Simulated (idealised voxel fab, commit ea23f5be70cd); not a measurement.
The process module presented herein is designated voxel ribs on slabs.
Shown is cross-section cut, with a width of 250 nm and square cells of size 5 nm.
Reading order for cross-sections: top band down to bottom band. Underlying form: a grid of square cells. Band size: one or more rows of cells.
Band: top and bottom heights (nm) first, top before bottom; then materials from left to right, widths in nm. "all across" marks a sole material filling the band edge to edge. "empty" denotes empty space.
It should be noted that heights are counted from 0, beneath which the wafer as supplied is of one material throughout, and that the lowest band possesses no lower boundary but continues downward, as written in "top 0, no bottom".
Note: "30..40" means the width goes from the first number (top row of the band) to the second number (bottom row) in equal steps per row of cells.
For the purposes of this document, the phrase "all unchanged" attached to a step denotes that no cell within the cross-section was modified by that step.
"Entrapped void list" specifies each empty space that is not open to the top and that occupies no fewer than 8 cells, using the form width x height at distance, the distance measured from the left edge and all three quantities in nm.
Post-settings text on a step line: simulator's own remark regarding the step.
overlay nm: right-of-plan distance of the mask on a masked step; negative values mean left-of-plan.
Process steps - plan:
1. RECEIVE (material Si)
2. DIRECTIONAL_DEP (material SiO2; thk nm 25)
3. DIRECTIONAL_DEP (material SiN; thk nm 15)
4. MASKED_ETCH (tone cover; mask id RIB; width nm 20; etch materials SiN; depth nm 10; overlay nm 0)
5. MASKED_ETCH (tone cover; mask id SLAB; width nm 60; etch materials SiN; depth nm 5; overlay nm 0)
6. FILL_DEP (material SiO2; thk nm 20)
7. CMP (height nm 50)
8. DIRECTIONAL_DEP (material TiN; thk nm 5)
9. MASKED_ETCH (tone cover; mask id HEATER; width nm 30; etch materials TiN; depth nm 5; overlay nm 0)
10. CONFORMAL_DEP (material SiO2; thk nm 5)
As-received wafer cross-section (after step 1):
  top 0, no bottom  Si all across
  Entrapped void list: none
As-planned run: cross-section of the first of two wafers at end of module:
  top 60, bottom 55  empty 105 nm  SiO2 40 nm  empty 105 nm
  top 55, bottom 50  SiO2 110 nm  TiN 30 nm  SiO2 110 nm
  top 50, bottom 40  SiO2 all across
  top 40, bottom 30  SiO2 115 nm  SiN 20 nm  SiO2 115 nm
  top 30, bottom 25  SiO2 95 nm  SiN 60 nm  SiO2 95 nm
  top 25, bottom 0  SiO2 all across
  top 0, no bottom  Si all across
  Entrapped void list: none
Wafer two, sectioned after the module: the first wafer's start, the first wafer's plan, and one mistake in how it was run:
  top 60, bottom 55  empty 105 nm  SiO2 40 nm  empty 105 nm
  top 55, bottom 50  SiO2 110 nm  TiN 30 nm  SiO2 110 nm
  top 50, bottom 40  SiO2 115..95 nm  SiN 20..60 nm  SiO2 115..95 nm
  top 40, bottom 25  SiN all across
  top 25, bottom 0  SiO2 all across
  top 0, no bottom  Si all across
  Entrapped void list: none
Deviation noted in wafer processing: regarding the plan, step 3 was run twice
Count the cells at the end and the second wafer has more or fewer of some materials than the first: SiN +146, SiO2 -146
